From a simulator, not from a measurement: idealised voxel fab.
process module | voxel transistor to metal
cross-section cut | 190 nm wide | cells 5 nm
A cross-section is a grid of square cells, given in bands from the top down. A band is one or more rows of cells.
Each band's line starts with the height of the band's top and of its bottom, in nm. Then come its materials from left to right, each with its width in nm. One material with "throughout" fills the band from edge to edge. "air" is empty space.
Height 0 is the level under which the wafer as received is all one material. The lowest band goes on downwards, as in "0 down".
A width such as "30 to 40" changes by the same amount from each row of cells to the next, from the band's top row to its bottom row.
"no change" after a step means that no cell of the cross-section changed.
closed voids: empty space of 8 cells or more with no open way to the top, each as width x height at its distance from the left edge, in nm
after a step's settings: what the simulator itself notes on the step
overlay nm, on a step with a mask: how far to the right of its planned place the mask lay; to the left if negative
plan
1 op RECEIVE | material Si
2 op OXIDIZE | depth nm 5
3 op CONFORMAL_DEP | material SiN | thk nm 15
4 op PATTERN | tone cover | mask id ACTIVE | material resist | width nm 115 | thk nm 20 | overlay nm 0
5 op DIRECTIONAL_ETCH | etch materials SiN | depth nm 15
6 op DIRECTIONAL_ETCH | etch materials SiO2 | depth nm 5
7 op DIRECTIONAL_ETCH | etch materials Si | depth nm 30
8 op STRIP | etch materials resist
9 op FILL_DEP | material SiO2 | thk nm 10
10 op CMP | height nm 15
11 op SELECTIVE_ETCH | etch materials SiO2 | depth nm 15
12 op STRIP | etch materials SiN
13 op SELECTIVE_ETCH | etch materials SiO2 | depth nm 5
14 op OXIDIZE | depth nm 5
15 op DIRECTIONAL_DEP | material polySi | thk nm 25
16 op DIRECTIONAL_DEP | material SiCN | thk nm 10
17 op MASKED_ETCH | tone cover | mask id GATE | width nm 25 | etch materials SiCN | depth nm 20 | overlay nm 0
18 op MASKED_ETCH | tone cover | mask id GATE | width nm 25 | etch materials polySi | depth nm 35 | overlay nm 0
19 op CONFORMAL_DEP | material SiO2 | thk nm 5
20 op DIRECTIONAL_ETCH | etch materials SiO2 | depth nm 5
21 op CONFORMAL_DEP | material SiN | thk nm 10
22 op DIRECTIONAL_ETCH | etch materials SiN | depth nm 10
23 op DIRECTIONAL_ETCH | etch materials SiO2 | depth nm 5
24 op EPI | material pSi | thk nm 5
25 op FILL_DEP | material SiO2 | thk nm 10
26 op CMP | height nm 20
27 op STRIP | etch materials polySi
28 op SELECTIVE_ETCH | etch materials SiO2 | depth nm 5
29 op CONFORMAL_DEP | material HfO2 | thk nm 5
30 op CONFORMAL_DEP | material TiN | thk nm 5
31 op FILL_DEP | material W | thk nm 10
32 op CMP | height nm 15
33 op DIRECTIONAL_DEP | material SiO2 | thk nm 15
34 op PATTERN | tone open | mask id CONTACT | material resist | width nm 15 | pitch nm 80 | thk nm 15 | overlay nm 0
35 op DIRECTIONAL_ETCH | etch materials SiO2 | depth nm 35
36 op STRIP | etch materials resist
37 op CONFORMAL_DEP | material TiN | thk nm 5
38 op FILL_DEP | material Ru | thk nm 10
39 op CMP | height nm 30
40 op DIRECTIONAL_DEP | material TiN | thk nm 5
41 op DIRECTIONAL_DEP | material W | thk nm 15
42 op MASKED_ETCH | tone cover | mask id METAL_1 | width nm 15 | pitch nm 80 | etch materials W | depth nm 15 | overlay nm 0
43 op MASKED_ETCH | tone cover | mask id METAL_1 | width nm 15 | pitch nm 80 | etch materials TiN | depth nm 5 | overlay nm 0
44 op CONFORMAL_DEP | material SiCN | thk nm 5
45 op FILL_DEP | material lowk | thk nm 5
46 op CMP | height nm 50
47 op CONFORMAL_DEP | material SiCN | thk nm 5
48 op DIRECTIONAL_DEP | material SiO2 | thk nm 30
49 op DIRECTIONAL_DEP | material aC | thk nm 15
50 op PATTERN | tone open | mask id METAL_2 | material resist | width nm 15 | pitch nm 80 | thk nm 30 | overlay nm 0
51 op DIRECTIONAL_ETCH | etch materials aC | depth nm 15
52 op STRIP | etch materials resist
53 op DIRECTIONAL_ETCH | etch materials SiO2 | depth nm 15
54 op STRIP | etch materials aC
55 op PATTERN | tone open | mask id METAL_2_HOLES | material resist | width nm 15 | pitch nm 80 | thk nm 15 | overlay nm 0
56 op DIRECTIONAL_ETCH | etch materials SiO2 | depth nm 15
57 op DIRECTIONAL_ETCH | etch materials SiCN | depth nm 5
58 op STRIP | etch materials resist
59 op CONFORMAL_DEP | material TiN | thk nm 5
60 op FILL_DEP | material Cu | thk nm 5
61 op CMP | height nm 85
62 op CONFORMAL_DEP | material SiN | thk nm 5
as received, after step 1
  0 down: Si throughout
  closed voids: none
first wafer at the end, as planned
  90 to 85: SiN throughout
  85 to 55: SiO2 45 | TiN 5 | Cu 5 | TiN 5 | SiO2 65 | TiN 5 | Cu 5 | TiN 5 | SiO2 50
  55 to 50: SiCN 45 | TiN 15 | SiCN 65 | TiN 15 | SiCN 50
  50 to 35: lowk 40 | SiCN 5 | W 15 | SiCN 5 | lowk 55 | SiCN 5 | W 15 | SiCN 5 | lowk 45
  35 to 30: SiCN 45 | TiN 15 | SiCN 65 | TiN 15 | SiCN 50
  30 to 15: SiO2 45 | TiN 5 | Ru 5 | TiN 5 | SiO2 65 | TiN 5 | Ru 5 | TiN 5 | SiO2 50
  15 to 0: SiO2 45 | TiN 5 | Ru 5 | TiN 5 | SiO2 5 | SiN 10 | HfO2 5 | TiN 5 | W 15 | TiN 5 | HfO2 5 | SiN 10 | SiO2 5 | TiN 5 | Ru 5 | TiN 5 | SiO2 50
  0 to -5: SiO2 45 | TiN 15 | SiO2 5 | SiN 10 | HfO2 5 | TiN 25 | HfO2 5 | SiN 10 | SiO2 5 | TiN 15 | SiO2 50
  -5 to -10: SiO2 30 | pSi 35 | SiO2 10 | HfO2 35 | SiO2 10 | pSi 35 | SiO2 35
  -10 to -35: SiO2 35 | Si 115 | SiO2 40
  -35 down: Si throughout
  closed voids: none
second wafer at the end: like start, like plan, one mistake
  90 to 85: SiN throughout
  85 to 80: SiCN 45 | TiN 15 | SiCN 65 | TiN 15 | SiCN 50
  80 to 50: SiO2 throughout
  50 to 35: lowk 40 | SiCN 5 | W 15 | SiCN 5 | lowk 55 | SiCN 5 | W 15 | SiCN 5 | lowk 45
  35 to 30: SiCN 45 | TiN 15 | SiCN 65 | TiN 15 | SiCN 50
  30 to 15: SiO2 45 | TiN 5 | Ru 5 | TiN 5 | SiO2 65 | TiN 5 | Ru 5 | TiN 5 | SiO2 50
  15 to 0: SiO2 45 | TiN 5 | Ru 5 | TiN 5 | SiO2 5 | SiN 10 | HfO2 5 | TiN 5 | W 15 | TiN 5 | HfO2 5 | SiN 10 | SiO2 5 | TiN 5 | Ru 5 | TiN 5 | SiO2 50
  0 to -5: SiO2 45 | TiN 15 | SiO2 5 | SiN 10 | HfO2 5 | TiN 25 | HfO2 5 | SiN 10 | SiO2 5 | TiN 15 | SiO2 50
  -5 to -10: SiO2 30 | pSi 35 | SiO2 10 | HfO2 35 | SiO2 10 | pSi 35 | SiO2 35
  -10 to -35: SiO2 35 | Si 115 | SiO2 40
  -35 down: Si throughout
  closed voids: none
what went wrong: steps 47 and 48 were swapped
at the end the second wafer has, in cells: 12 fewer of Cu | 36 more of SiO2 | 24 fewer of TiN
